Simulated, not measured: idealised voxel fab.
process module | voxel quadruple lines
cross-section cut | 240 nm wide | cells 5 nm
A cross-section is a grid of square cells, given in bands from the top down. A band is one or more rows of cells.
Each band's line starts with the height of the band's top and of its bottom, in nm. Then come its materials from left to right, each with its width in nm. One material with "throughout" fills the band from edge to edge. "air" is empty space.
Height 0 is the level under which the wafer as received is all one material. The lowest band goes on downwards, as in "0 down".
A width such as "30 to 40" changes by the same amount from each row of cells to the next, from the band's top row to its bottom row.
"no change" after a step means that no cell of the cross-section changed.
closed voids: empty space of 8 cells or more with no open way to the top, each as width x height at its distance from the left edge, in nm
after a step's settings: what the simulator itself notes on the step
overlay nm, on a step with a mask: how far to the right of its planned place the mask lay; to the left if negative
plan
1 op RECEIVE | material Si
2 op CONFORMAL_DEP | material SiO2 | thk nm 10
3 op DIRECTIONAL_DEP | material TiN | thk nm 15
4 op DIRECTIONAL_DEP | material polySi | thk nm 20
5 op DIRECTIONAL_DEP | material aC | thk nm 20
6 op PATTERN | tone cover | mask id MANDREL | material resist | width nm 30 | thk nm 30 | overlay nm 0
7 op DIRECTIONAL_ETCH | etch materials aC | depth nm 20
8 op STRIP | etch materials resist
9 op CONFORMAL_DEP | material SiO2 | thk nm 10
10 op DIRECTIONAL_ETCH | etch materials SiO2 | depth nm 10
11 op STRIP | etch materials aC
12 op DIRECTIONAL_ETCH | etch materials polySi | depth nm 20
13 op STRIP | etch materials SiO2
14 op CONFORMAL_DEP | material SiCN | thk nm 10
15 op DIRECTIONAL_ETCH | etch materials SiCN | depth nm 10
16 op STRIP | etch materials polySi
17 op DIRECTIONAL_ETCH | etch materials TiN | depth nm 15
18 op STRIP | etch materials SiCN
as received, after step 1
  0 down: Si throughout
  closed voids: none
first wafer at the end, as planned
  25 to 10: air 85 | TiN 10 | air 10 | TiN 10 | air 10 | TiN 10 | air 10 | TiN 10 | air 85
  10 to 0: SiO2 throughout
  0 down: Si throughout
  closed voids: none
second wafer at the end: like start, like plan, one mistake
  15 to 0: air 85 | TiN 10 | air 10 | TiN 10 | air 10 | TiN 10 | air 10 | TiN 10 | air 85
  0 down: Si throughout
  closed voids: none
what went wrong: step 2 was left out
at the end the second wafer has, in cells: 96 fewer of SiO2
